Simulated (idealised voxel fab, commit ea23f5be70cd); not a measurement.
Process module, titled voxel fin reveal
Xsec cut, 215 nm wide, square cell size 5 nm.
For the purposes of this document, a cross-section shall be understood as a grid of square cells, specified as bands listed in top-to-bottom order, each band consisting of one or more rows of cells. Per band: top height and bottom height in nm, followed by the left-to-right materials and their widths in nm; "everywhere" marks a single material spanning edge to edge, "air" marks empty space. Heights from 0 (as-received wafer is one material below). Bottom band endless downward, as "from 0 down". Per-row width for "30..40": begins at first number (top row of band), ends at second number (bottom row), increment between rows held constant. "nothing altered", as given for a step, is the statement that not any cell of the cross-section underwent a change during that step. Voids not open to the top, 8 cells minimum: see "Sealed voids". Written width x height at distance; distance is from the left edge; nm. Whatever follows a step's settings on its line is a remark the simulator itself makes about that step. overlay nm: how far to the right of its planned place the mask lay on this masked step (negative: to the left).
[List of planned process steps]
1 RECEIVE: material Si
2 CONFORMAL_DEP: material SiN, thk nm 5
3 MASKED_ETCH: tone cover, mask id FINS, width nm 15, pitch nm 40, etch materials SiN, depth nm 5, overlay nm 0
4 MASKED_ETCH: tone cover, mask id FINS, width nm 15, pitch nm 40, etch materials Si, depth nm 30, overlay nm 0
5 OXIDIZE: depth nm 5
6 FILL_DEP: material SiO2, thk nm 10
7 CMP: height nm 5
8 SELECTIVE_ETCH: etch materials SiO2, depth nm 25
9 STRIP: etch materials SiN
[as received, after step 1]
- from 0 down = Si everywhere
- Sealed voids: none
[End-of-module cross-section of the first of two wafers, processed as planned]
- from 0 to -20 = 65 of air | 5 of Si | 35 of air | 5 of Si | 35 of air | 5 of Si | 65 of air
- from -20 to -35 = 65 of SiO2 | 5 of Si | 35 of SiO2 | 5 of Si | 35 of SiO2 | 5 of Si | 65 of SiO2
- from -35 down = Si everywhere
- Sealed voids: none
[Cross-sectional view of the second of two wafers upon completion of the module. This wafer shared its starting condition and process plan with the first; one error was made during its execution]
- from 0 to -5 = 55 of Si | 25 of air | 15 of Si | 25 of air | 15 of Si | 25 of air | 55 of Si
- from -5 down = Si everywhere
- Sealed voids: none
Where did the run depart from the plan? step 3 ran with different settings than intended, the actual operation and settings being MASKED_ETCH: tone open, mask id FINS, width nm 15, pitch nm 40, etch materials SiN, depth nm 5, overlay nm 0
Cell-count delta at end, second wafer over first, by material: +265 Si; -120 SiO2
